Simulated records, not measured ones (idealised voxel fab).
The name of this process module is voxel ribs on slabs.
The figure presents cross-section cut, which has a width of 155 nm and is divided into square cells with an edge length of 5 nm.
A cross-section in this document is a grid of square cells, and it is written down as bands, the top band listed before the ones below it; a band is made up of one or more rows of cells. It is stipulated that each band's entry specify, in nanometres, the height of the top of the band and then that of its bottom, followed by the materials of the band in left-to-right sequence, each together with its width in nanometres. A single material marked by the word "all across" is understood to fill the band from edge to edge; the word "air" is understood to denote empty space. Heights are measured from 0, the level below which the as-received wafer is all one material; the lowest band has no bottom and continues downward, written as in "from 0 down". The notation "30->40" denotes a width that varies across the rows of cells in the band, beginning at the first number in the top row, finishing at the second number in the bottom row, and changing by an identical amount from each row to the next. "identical to before" means the step left every cell of the cross-section as it was. "Unvented voids" - sealed voids, min. 8 cells, no opening to top; format: width x height at distance (distance from left edge; nm throughout). Formally, on a step line, whatever follows the settings is a remark that the simulator itself makes on the step. When a step includes a mask, the "overlay nm" setting on its line states how far to the right of its planned place that mask lay, and negative values state how far to the left.
Intended process steps:
step 1: RECEIVE,material Si
step 2: DIRECTIONAL_DEP,material SiO2,thk nm 20
step 3: DIRECTIONAL_DEP,material polySi,thk nm 20
step 4: PATTERN,tone cover,mask id RIB,material resist,width nm 15,thk nm 15,overlay nm 0
step 5: DIRECTIONAL_ETCH,etch materials polySi,depth nm 5
step 6: STRIP,etch materials resist
step 7: MASKED_ETCH,tone cover,mask id SLAB,width nm 75,etch materials polySi,depth nm 15,overlay nm 0
step 8: FILL_DEP,material SiO2,thk nm 30
step 9: CMP,height nm 60
step 10: DIRECTIONAL_DEP,material W,thk nm 5
step 11: DIRECTIONAL_DEP,material aC,thk nm 15
step 12: PATTERN,tone cover,mask id HEATER,material resist,width nm 25,thk nm 35,overlay nm 0
step 13: DIRECTIONAL_ETCH,etch materials aC,depth nm 15
step 14: STRIP,etch materials resist
step 15: DIRECTIONAL_ETCH,etch materials W,depth nm 5
step 16: STRIP,etch materials aC
step 17: CONFORMAL_DEP,material SiN,thk nm 10
Variable across wafers: step 5 depth nm (plan value is that of the first wafer; starting state common to all).
Cross-section of the first of several wafers as received (after step 1):
from 0 down | Si all across
Unvented voids: none
Where each wafer stands at the end of the module, a row apiece: cells of each material gained (+) or lost (-) since it was received, then closed voids:
depth nm 5; +66 SiN; +324 SiO2; +5 W; +48 polySi; Unvented voids: none
depth nm 10; +66 SiN; +336 SiO2; +5 W; +36 polySi; Unvented voids: none
depth nm 15; +66 SiN; +348 SiO2; +5 W; +24 polySi; Unvented voids: none
depth nm 20; +66 SiN; +360 SiO2; +5 W; +12 polySi; Unvented voids: none
